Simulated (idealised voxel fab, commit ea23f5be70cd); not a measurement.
The following is a process module called voxel capacitor over wiring.
Square cells of 5 nm make up the cross-section cut, whose width is 260 nm.
Notation: cross-section as square-cell grid; stated in bands, top first, going down; one or more cell rows per band.
Top, bottom (nm), then materials left to right with widths (nm); lone material tagged "throughout" fills the whole band edge to edge; "blank" = empty space.
Beneath 0, the wafer as received is one material, and that level is where height counting begins. The lowest band goes on downward without a bottom; it is written like "z 0 and below".
With a width like "30..40", each row of cells in the band differs from the next by the same amount, the top row carrying the first number and the bottom row the second.
When a step is marked "same as before", none of the cells in the cross-section changed during that step.
This entry, "Trapped void list", enumerates those empty regions of no fewer than 8 cells that possess no open connection to the top. Each region is reported in the form width x height at distance, the distance being taken from the left edge, with all three quantities expressed in nm.
Anything after a step's settings on that line? It's the simulator's own note about the step.
A step line may carry the setting "overlay nm", which, for steps involving a mask, states the distance by which the mask lay to the right of its intended position; negative values denote displacement to the left.
## These are the steps we planned for the process
1) RECEIVE with material Si
2) CONFORMAL_DEP with material SiO2, thk nm 10
3) DIRECTIONAL_DEP with material TiN, thk nm 5
4) DIRECTIONAL_DEP with material W, thk nm 20
5) DIRECTIONAL_DEP with material aC, thk nm 15
6) PATTERN with tone cover, mask id METAL_1, material resist, width nm 25, pitch nm 90, thk nm 35, overlay nm 0
7) DIRECTIONAL_ETCH with etch materials aC, depth nm 15
8) STRIP with etch materials resist
9) DIRECTIONAL_ETCH with etch materials W, depth nm 20
10) DIRECTIONAL_ETCH with etch materials TiN, depth nm 5
11) STRIP with etch materials aC
12) FILL_DEP with material lowk, thk nm 5
13) CMP with height nm 35
14) CONFORMAL_DEP with material SiCN, thk nm 5
15) DIRECTIONAL_DEP with material lowk, thk nm 10
16) MASKED_ETCH with tone open, mask id PLUG_1, width nm 15, etch materials lowk, depth nm 10, overlay nm 0
17) MASKED_ETCH with tone open, mask id PLUG_1, width nm 15, etch materials SiCN, depth nm 5, overlay nm 0
18) EPI with material Ru, thk nm 10
19) EPI with material Ru, thk nm 5
20) DIRECTIONAL_DEP with material TiN, thk nm 10
21) DIRECTIONAL_DEP with material Al2O3, thk nm 5
22) DIRECTIONAL_DEP with material TiN, thk nm 10
23) PATTERN with tone cover, mask id UPPER_PLATE, material resist, width nm 70, thk nm 20, overlay nm 0
24) DIRECTIONAL_ETCH with etch materials TiN, depth nm 10
25) DIRECTIONAL_ETCH with etch materials Al2O3, depth nm 5
26) STRIP with etch materials resist
27) PATTERN with tone cover, mask id LOWER_PLATE, material resist, width nm 80, thk nm 15, overlay nm 0
28) DIRECTIONAL_ETCH with etch materials TiN, depth nm 10
29) STRIP with etch materials resist
30) FILL_DEP with material SiO2, thk nm 20
31) CMP with height nm 90
32) PATTERN with tone open, mask id PLUG_2, material resist, width nm 15, thk nm 15, overlay nm 0
33) DIRECTIONAL_ETCH with etch materials SiO2, depth nm 15
34) STRIP with etch materials resist
35) CONFORMAL_DEP with material TiN, thk nm 5
36) FILL_DEP with material W, thk nm 5
37) CMP with height nm 90
38) CONFORMAL_DEP with material SiCN, thk nm 5
## Incoming wafer, cross-sectional view, post step 1
- z 0 and below | Si throughout
- Trapped void list: none
## Starting structure and process plan are as shown above, but one mistake was made in running the module; the wafer cross-section at the end of the module follows
- z 95 to 90 | SiCN throughout
- z 90 to 80 | 90 of SiO2; 5 of TiN; 5 of W; 5 of TiN; 155 of SiO2
- z 80 to 75 | 90 of SiO2; 15 of TiN; 155 of SiO2
- z 75 to 65 | 80 of SiO2; 70 of TiN; 110 of SiO2
- z 65 to 60 | 80 of SiO2; 70 of Al2O3; 110 of SiO2
- z 60 to 50 | 75 of SiO2; 80 of TiN; 105 of SiO2
- z 50 to 40 | 80 of lowk; 15 of Ru; 165 of lowk
- z 40 to 35 | 80 of SiCN; 15 of Ru; 165 of SiCN
- z 35 to 15 | 70 of lowk; 25 of W; 65 of lowk; 25 of W; 75 of lowk
- z 15 to 5 | SiO2 throughout
- z 5 to 0 | TiN throughout
- z 0 and below | Si throughout
- Trapped void list: none
Error vs. plan: a sequencing error occurred in which plan steps 2 and 3 were transposed
